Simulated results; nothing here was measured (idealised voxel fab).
Herein follows the process module entitled voxel capacitor over wiring.
Cross-section cut: width 180 nm, square cells of 5 nm.
If you're reading a cross-section in this doc, picture square cells in a grid; it comes to you as bands, top ones listed first down to the bottom, and a band can be one or more rows of cells. The band entry comprises the height of the band's top followed by the height of its bottom, expressed in nm, and subsequently the band's materials from left to right, each stated together with its width in nm. Where a single material is marked with the word "all across", that material fills the band from edge to edge. The word "blank" represents empty space. We count height from 0. Below that, the starting wafer is all one material. The lowest band never ends at the bottom but goes on down; see "top 0, no bottom" for how that is written. Note: "30 to 40" means the width goes from the first number (top row of the band) to the second number (bottom row) in equal steps per row of cells. What does "everything unchanged" mean for a step? It means no cell of the cross-section changed in that step. What "Completely enclosed voids" gives you is every empty space of 8 cells or more that is cut off from the top. Each appears as width x height at distance, with the distance taken from the left edge and width, height and distance all in nm. Post-settings text on a step line: simulator's own remark regarding the step. overlay nm: for a step with a mask, the amount by which the mask lay right of where it was planned; a negative amount means left of it.
The process steps that were planned are listed below:
1. RECEIVE with material Si
2. CONFORMAL_DEP with material SiO2, thk nm 15
3. DIRECTIONAL_DEP with material TiN, thk nm 5
4. DIRECTIONAL_DEP with material W, thk nm 20
5. MASKED_ETCH with tone cover, mask id METAL_1, width nm 20, pitch nm 75, etch materials W, depth nm 20, overlay nm 0
6. MASKED_ETCH with tone cover, mask id METAL_1, width nm 20, pitch nm 75, etch materials TiN, depth nm 5, overlay nm 0
7. CONFORMAL_DEP with material SiCN, thk nm 5
8. FILL_DEP with material SiO2, thk nm 10
9. CMP with height nm 40
10. CONFORMAL_DEP with material SiCN, thk nm 5
11. DIRECTIONAL_DEP with material lowk, thk nm 20
12. DIRECTIONAL_DEP with material aC, thk nm 10
13. PATTERN with tone open, mask id PLUG_1, material resist, width nm 15, thk nm 25, overlay nm 0
14. DIRECTIONAL_ETCH with etch materials aC, depth nm 10
15. STRIP with etch materials resist
16. DIRECTIONAL_ETCH with etch materials lowk, depth nm 20
17. DIRECTIONAL_ETCH with etch materials SiCN, depth nm 5
18. STRIP with etch materials aC
19. CONFORMAL_DEP with material TiN, thk nm 5
20. FILL_DEP with material Ru, thk nm 5
21. CMP with height nm 65
22. DIRECTIONAL_DEP with material TiN, thk nm 5
23. DIRECTIONAL_DEP with material HfO2, thk nm 5
24. DIRECTIONAL_DEP with material TiN, thk nm 5
25. MASKED_ETCH with tone cover, mask id UPPER_PLATE, width nm 60, etch materials TiN, depth nm 5, overlay nm 0
26. MASKED_ETCH with tone cover, mask id UPPER_PLATE, width nm 60, etch materials HfO2, depth nm 5, overlay nm 0
27. MASKED_ETCH with tone cover, mask id LOWER_PLATE, width nm 70, etch materials TiN, depth nm 5, overlay nm 0
28. FILL_DEP with material SiO2, thk nm 20
29. CMP with height nm 95
30. PATTERN with tone open, mask id PLUG_2, material resist, width nm 15, thk nm 20, overlay nm 0
31. DIRECTIONAL_ETCH with etch materials SiO2, depth nm 15
32. STRIP with etch materials resist
33. CONFORMAL_DEP with material TiN, thk nm 5
34. FILL_DEP with material Ru, thk nm 10
35. CMP with height nm 95
36. CONFORMAL_DEP with material SiN, thk nm 5
Step 1 complete: cross-section of the wafer as received:
top 0, no bottom = Si all across
Completely enclosed voids: none
Cross-section taken at module completion on the first of two wafers; processed per the plan:
top 100, bottom 95 = SiN all across
top 95, bottom 85 = SiO2=55 / TiN=5 / Ru=5 / TiN=5 / SiO2=110
top 85, bottom 75 = SiO2=55 to 45 / TiN=15 to 60 / SiO2=110 to 75
top 75, bottom 70 = SiO2=45 / HfO2=60 / SiO2=75
top 70, bottom 65 = SiO2=40 / TiN=70 / SiO2=70
top 65, bottom 45 = lowk=45 / TiN=5 / Ru=5 / TiN=5 / lowk=120
top 45, bottom 40 = SiCN=45 / TiN=15 / SiCN=120
top 40, bottom 20 = SiO2=35 / SiCN=5 / W=20 / SiCN=5 / SiO2=45 / SiCN=5 / W=20 / SiCN=5 / SiO2=40
top 20, bottom 15 = SiCN=40 / TiN=20 / SiCN=55 / TiN=20 / SiCN=45
top 15, bottom 0 = SiO2 all across
top 0, no bottom = Si all across
Completely enclosed voids: none
Here's the second of our two wafers sectioned at module end. Same start as the first, same plan, but one mistake got made running it:
top 100, bottom 95 = SiN all across
top 95, bottom 85 = SiO2=55 / TiN=5 / Ru=5 / TiN=5 / SiO2=110
top 85, bottom 75 = SiO2=55 to 45 / TiN=15 to 60 / SiO2=110 to 75
top 75, bottom 70 = SiO2=45 / HfO2=60 / SiO2=75
top 70, bottom 65 = SiO2=40 / TiN=70 / SiO2=70
top 65, bottom 45 = lowk=45 / TiN=5 / Ru=5 / TiN=5 / lowk=120
top 45, bottom 40 = SiCN=45 / TiN=15 / SiCN=120
top 40, bottom 35 = SiO2=35 / SiCN=5 / W=20 / SiCN=5 / SiO2=45 / SiCN=5 / W=20 / SiCN=5 / SiO2=40
top 35, bottom 30 = SiCN=40 / TiN=20 / SiCN=55 / TiN=20 / SiCN=45
top 30, bottom 0 = SiO2 all across
top 0, no bottom = Si all across
Completely enclosed voids: none
The mistake made against the process plan was this: it should be noted that step 2 of the plan was executed twice
At the finish, the second wafer shows more or fewer cells for some materials than the first does: SiCN -12; SiO2 +36; W -24
